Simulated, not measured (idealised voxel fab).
process module | voxel released beams
cross-section cut | 190 nm wide | cells 5 nm
A cross-section is a grid of square cells, given in bands from the top down. A band is one or more rows of cells.
Each band's line starts with the height of the band's top and of its bottom, in nm. Then come its materials from left to right, each with its width in nm. One material with "throughout" fills the band from edge to edge. "air" is empty space.
Height 0 is the level under which the wafer as received is all one material. The lowest band goes on downwards, as in "0 down".
A width such as "30 to 40" changes by the same amount from each row of cells to the next, from the band's top row to its bottom row.
"no change" after a step means that no cell of the cross-section changed.
closed voids: empty space of 8 cells or more with no open way to the top, each as width x height at its distance from the left edge, in nm
after a step's settings: what the simulator itself notes on the step
overlay nm, on a step with a mask: how far to the right of its planned place the mask lay; to the left if negative
plan
1 op RECEIVE | material Si
2 op CONFORMAL_DEP | material Al2O3 | thk nm 5
3 op DIRECTIONAL_DEP | material SiO2 | thk nm 20
4 op MASKED_ETCH | tone open | mask id ANCHOR | width nm 35 | etch materials SiO2 | depth nm 20 | overlay nm 0
5 op CONFORMAL_DEP | material W | thk nm 15
6 op DIRECTIONAL_DEP | material aC | thk nm 10
7 op PATTERN | tone cover | mask id BEAM | material resist | width nm 115 | thk nm 25 | overlay nm 0
8 op DIRECTIONAL_ETCH | etch materials aC | depth nm 10
9 op STRIP | etch materials resist
10 op DIRECTIONAL_ETCH | etch materials W | depth nm 15
11 op STRIP | etch materials aC
12 op STRIP | etch materials SiO2
as received, after step 1
  0 down: Si throughout
  closed voids: none
first wafer at the end, as planned
  40 to 25: air 35 | W 20 | air 5 | W 90 | air 40
  25 to 20: air 40 | W 15 | air 5 | W 15 | air 115
  20 to 5: air 40 | W 35 | air 115
  5 to 0: Al2O3 throughout
  0 down: Si throughout
  closed voids: none
second wafer at the end: like start, like plan, one mistake
  40 to 25: air 35 | W 115 | air 40
  25 to 20: Al2O3 throughout
  20 to 0: SiO2 throughout
  0 down: Si throughout
  closed voids: none
what went wrong: steps 2 and 3 were swapped
at the end the second wafer has, in cells: 152 more of SiO2 | 24 fewer of W
